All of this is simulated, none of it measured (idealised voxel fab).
A process module follows: voxel self aligned contacts.
It is cross-section cut that appears here, measuring 240 nm in width, its square cells being 5 nm in size.
Format of a cross-section: grid, square cells. Given as bands. Order: top down. Band: one or more rows of cells. The entry gives the band's vertical extent as a top height and a bottom height in nm, then its horizontal make-up as materials from left to right, each with a width in nm. "empty" stands for empty space; a single material marked "throughout" fills the band edge to edge. Below 0: as-received wafer, all one material; heights counted from there. Lowest band: no bottom, goes on down, written "0 down". You'd read "30->40" like this: the band's top row of cells is as wide as the first number, its bottom row is as wide as the second, and going down, every row changes width by the same amount as the row before did. For the purposes of this document, the phrase "no change occurred" attached to a step denotes that no cell within the cross-section was modified by that step. "Enclosed void inventory": empty spaces of 8 cells or more with no open way to the top, each given as width x height at distance, distance from the left edge, all in nm. Post-settings text on a step line: simulator's own remark regarding the step. "overlay nm" denotes, for a step that has a mask, the displacement of the mask to the right of its planned place, with negative values corresponding to the left.
## This section lists the process steps that were planned
step 1: RECEIVE: material Si
step 2: OXIDIZE: depth nm 5
step 3: DIRECTIONAL_DEP: material polySi, thk nm 30
step 4: DIRECTIONAL_DEP: material SiN, thk nm 15
step 5: MASKED_ETCH: tone cover, mask id GATE, width nm 30, pitch nm 60, etch materials SiN, depth nm 15, overlay nm 0
step 6: MASKED_ETCH: tone cover, mask id GATE, width nm 30, pitch nm 60, etch materials polySi, depth nm 30, overlay nm 0
step 7: CONFORMAL_DEP: material SiN, thk nm 5
step 8: DIRECTIONAL_ETCH: etch materials SiN, depth nm 5
step 9: FILL_DEP: material SiO2, thk nm 20
step 10: CMP: height nm 55
step 11: DIRECTIONAL_DEP: material aC, thk nm 15
step 12: PATTERN: tone open, mask id CONTACT, material resist, width nm 40, thk nm 30, overlay nm 0
step 13: DIRECTIONAL_ETCH: etch materials aC, depth nm 15
step 14: STRIP: etch materials resist
step 15: DIRECTIONAL_ETCH: etch materials SiO2, depth nm 60
step 16: STRIP: etch materials aC
step 17: CONFORMAL_DEP: material TiN, thk nm 5
step 18: FILL_DEP: material Ru, thk nm 5
step 19: CMP: height nm 55
step 20: CONFORMAL_DEP: material SiCN, thk nm 5
## Account of the first of two wafers, which was processed as intended
## So this is the incoming wafer in cross-section - it's already been through step 1
- 0 down | Si throughout
- Enclosed void inventory: none
## after step 2
- 0 to -5 | SiO2 throughout
- Everything under -5 stays put, no change at all.
## after step 3
- 30 to 0 | polySi throughout
- Everything under 0 stays put, no change at all.
## after step 4
- 45 to 30 | SiN throughout
- Everything under 30 stays put, no change at all.
## after step 5
- 45 to 30 | empty 75; SiN 30; empty 30; SiN 30; empty 75
- Everything under 30 stays put, no change at all.
## after step 6
- 45 to 30 | empty 75; SiN 30; empty 30; SiN 30; empty 75
- 30 to 0 | empty 75; polySi 30; empty 30; polySi 30; empty 75
- Everything under 0 stays put, no change at all.
## after step 7
- 50 to 30 | empty 70; SiN 40; empty 20; SiN 40; empty 70
- 30 to 5 | empty 70; SiN 5; polySi 30; SiN 5; empty 20; SiN 5; polySi 30; SiN 5; empty 70
- 5 to 0 | SiN 75; polySi 30; SiN 30; polySi 30; SiN 75
- Everything under 0 stays put, no change at all.
## after step 8
- 45 to 30 | empty 70; SiN 40; empty 20; SiN 40; empty 70
- 30 to 0 | empty 70; SiN 5; polySi 30; SiN 5; empty 20; SiN 5; polySi 30; SiN 5; empty 70
- Everything under 0 stays put, no change at all.
## after step 9
- 65 to 45 | SiO2 throughout
- 45 to 30 | SiO2 70; SiN 40; SiO2 20; SiN 40; SiO2 70
- 30 to 0 | SiO2 70; SiN 5; polySi 30; SiN 5; SiO2 20; SiN 5; polySi 30; SiN 5; SiO2 70
- Everything under 0 stays put, no change at all.
## after step 10
- 55 to 45 | SiO2 throughout
- Everything under 45 stays put, no change at all.
## after step 11
- 70 to 55 | aC throughout
- Everything under 55 stays put, no change at all.
## after step 12
- 100 to 70 | resist 100; empty 40; resist 100
- Everything under 70 stays put, no change at all.
## after step 13
- 85 to 70 | resist 100; empty 40; resist 100
- 70 to 55 | aC 100; empty 40; aC 100
- Everything under 55 stays put, no change at all.
## after step 14
- 70 to 55 | aC 100; empty 40; aC 100
- Everything under 55 stays put, no change at all.
## after step 15
- 70 to 55 | aC 100; empty 40; aC 100
- 55 to 45 | SiO2 100; empty 40; SiO2 100
- 45 to 30 | SiO2 70; SiN 40; empty 20; SiN 40; SiO2 70
- 30 to 0 | SiO2 70; SiN 5; polySi 30; SiN 5; empty 20; SiN 5; polySi 30; SiN 5; SiO2 70
- 0 to -5 | SiO2 110; empty 20; SiO2 110
- Everything under -5 stays put, no change at all.
## after step 16
- 55 to 45 | SiO2 100; empty 40; SiO2 100
- Everything under 45 stays put, no change at all.
## after step 17
- 60 to 55 | TiN 105; empty 30; TiN 105
- 55 to 45 | SiO2 100; TiN 5->15; empty 30->10; TiN 5->15; SiO2 100
- 45 to 30 | SiO2 70; SiN 40; TiN 5; empty 10; TiN 5; SiN 40; SiO2 70
- 30 to 0 | SiO2 70; SiN 5; polySi 30; SiN 5; TiN 5; empty 10; TiN 5; SiN 5; polySi 30; SiN 5; SiO2 70
- 0 to -5 | SiO2 110; TiN 20; SiO2 110
- Everything under -5 stays put, no change at all.
## after step 18
- 65 to 60 | Ru throughout
- 60 to 55 | TiN 105; Ru 30; TiN 105
- 55 to 45 | SiO2 100; TiN 5->15; Ru 30->10; TiN 5->15; SiO2 100
- 45 to 30 | SiO2 70; SiN 40; TiN 5; Ru 10; TiN 5; SiN 40; SiO2 70
- 30 to 0 | SiO2 70; SiN 5; polySi 30; SiN 5; TiN 5; Ru 10; TiN 5; SiN 5; polySi 30; SiN 5; SiO2 70
- Everything under 0 stays put, no change at all.
## after step 19
- 55 to 45 | SiO2 100; TiN 5->15; Ru 30->10; TiN 5->15; SiO2 100
- Everything under 45 stays put, no change at all.
## after step 20
- 60 to 55 | SiCN throughout
- Everything under 55 stays put, no change at all.
## Second Wafer (Identical Start and Plan, One Processing Error; Matches First Wafer Through Step 4)
## Second wafer cross-section, taken as of the time the plan sets for step 5 to be done
- 45 to 30 | empty 75; SiN 35; empty 25; SiN 35; empty 70
- Everything under 30 stays put, no change at all.
## Second wafer cross-section, taken as of the time the plan sets for step 6 to be done
- 45 to 30 | empty 75; SiN 35; empty 25; SiN 35; empty 70
- 30 to 0 | empty 75; polySi 35; empty 25; polySi 35; empty 70
- Everything under 0 stays put, no change at all.
## Second wafer cross-section, taken as of the time the plan sets for step 7 to be done
- 50 to 30 | empty 70; SiN 45; empty 15; SiN 45; empty 65
- 30 to 5 | empty 70; SiN 5; polySi 35; SiN 5; empty 15; SiN 5; polySi 35; SiN 5; empty 65
- 5 to 0 | SiN 75; polySi 35; SiN 25; polySi 35; SiN 70
- Everything under 0 stays put, no change at all.
## Second wafer cross-section, taken as of the time the plan sets for step 8 to be done
- 45 to 30 | empty 70; SiN 45; empty 15; SiN 45; empty 65
- 30 to 0 | empty 70; SiN 5; polySi 35; SiN 5; empty 15; SiN 5; polySi 35; SiN 5; empty 65
- Everything under 0 stays put, no change at all.
## Second wafer cross-section, taken as of the time the plan sets for step 9 to be done
- 65 to 45 | SiO2 throughout
- 45 to 30 | SiO2 70; SiN 45; SiO2 15; SiN 45; SiO2 65
- 30 to 0 | SiO2 70; SiN 5; polySi 35; SiN 5; SiO2 15; SiN 5; polySi 35; SiN 5; SiO2 65
- Everything under 0 stays put, no change at all.
## Second wafer cross-section, taken as of the time the plan sets for step 10 to be done
- 55 to 45 | SiO2 throughout
- Everything under 45 stays put, no change at all.
## Second wafer cross-section, taken as of the time the plan sets for step 11 to be done
- 70 to 55 | aC throughout
- Everything under 55 stays put, no change at all.
## Second wafer cross-section, taken as of the time the plan sets for step 12 to be done
- 100 to 70 | resist 100; empty 40; resist 100
- Everything under 70 stays put, no change at all.
## Second wafer cross-section, taken as of the time the plan sets for step 13 to be done
- 85 to 70 | resist 100; empty 40; resist 100
- 70 to 55 | aC 100; empty 40; aC 100
- Everything under 55 stays put, no change at all.
## Second wafer cross-section, taken as of the time the plan sets for step 14 to be done
- 70 to 55 | aC 100; empty 40; aC 100
- Everything under 55 stays put, no change at all.
## Second wafer cross-section, taken as of the time the plan sets for step 15 to be done
- 70 to 55 | aC 100; empty 40; aC 100
- 55 to 45 | SiO2 100; empty 40; SiO2 100
- 45 to 30 | SiO2 70; SiN 45; empty 15; SiN 45; SiO2 65
- 30 to 0 | SiO2 70; SiN 5; polySi 35; SiN 5; empty 15; SiN 5; polySi 35; SiN 5; SiO2 65
- 0 to -5 | SiO2 115; empty 15; SiO2 110
- Everything under -5 stays put, no change at all.
## Second wafer cross-section, taken as of the time the plan sets for step 16 to be done
- 55 to 45 | SiO2 100; empty 40; SiO2 100
- Everything under 45 stays put, no change at all.
## Second wafer cross-section, taken as of the time the plan sets for step 17 to be done
- 60 to 55 | TiN 105; empty 30; TiN 105
- 55 to 45 | SiO2 100; TiN 5->20; empty 30->5; TiN 5->15; SiO2 100
- 45 to 30 | SiO2 70; SiN 45; TiN 5; empty 5; TiN 5; SiN 45; SiO2 65
- 30 to 0 | SiO2 70; SiN 5; polySi 35; SiN 5; TiN 5; empty 5; TiN 5; SiN 5; polySi 35; SiN 5; SiO2 65
- 0 to -5 | SiO2 115; TiN 15; SiO2 110
- Everything under -5 stays put, no change at all.
## Second wafer cross-section, taken as of the time the plan sets for step 18 to be done
- 65 to 60 | Ru throughout
- 60 to 55 | TiN 105; Ru 30; TiN 105
- 55 to 45 | SiO2 100; TiN 5->20; Ru 30->5; TiN 5->15; SiO2 100
- 45 to 30 | SiO2 70; SiN 45; TiN 5; Ru 5; TiN 5; SiN 45; SiO2 65
- 30 to 0 | SiO2 70; SiN 5; polySi 35; SiN 5; TiN 5; Ru 5; TiN 5; SiN 5; polySi 35; SiN 5; SiO2 65
- Everything under 0 stays put, no change at all.
## Second wafer cross-section, taken as of the time the plan sets for step 19 to be done
- 55 to 45 | SiO2 100; TiN 5->20; Ru 30->5; TiN 5->15; SiO2 100
- Everything under 45 stays put, no change at all.
## Second wafer cross-section, taken as of the time the plan sets for step 20 to be done
- 60 to 55 | SiCN throughout
- Everything under 55 stays put, no change at all.
Here's what went sideways: step 5 ran differently from the plan; actual operation with settings: MASKED_ETCH: tone cover, mask id GATE, width nm 35, pitch nm 60, etch materials SiN, depth nm 15, overlay nm 0
In the final state, the cell counts of the second wafer exceed or fall short of those of the first for the following materials: -10 Ru | +6 SiN | -8 SiO2 | +12 polySi
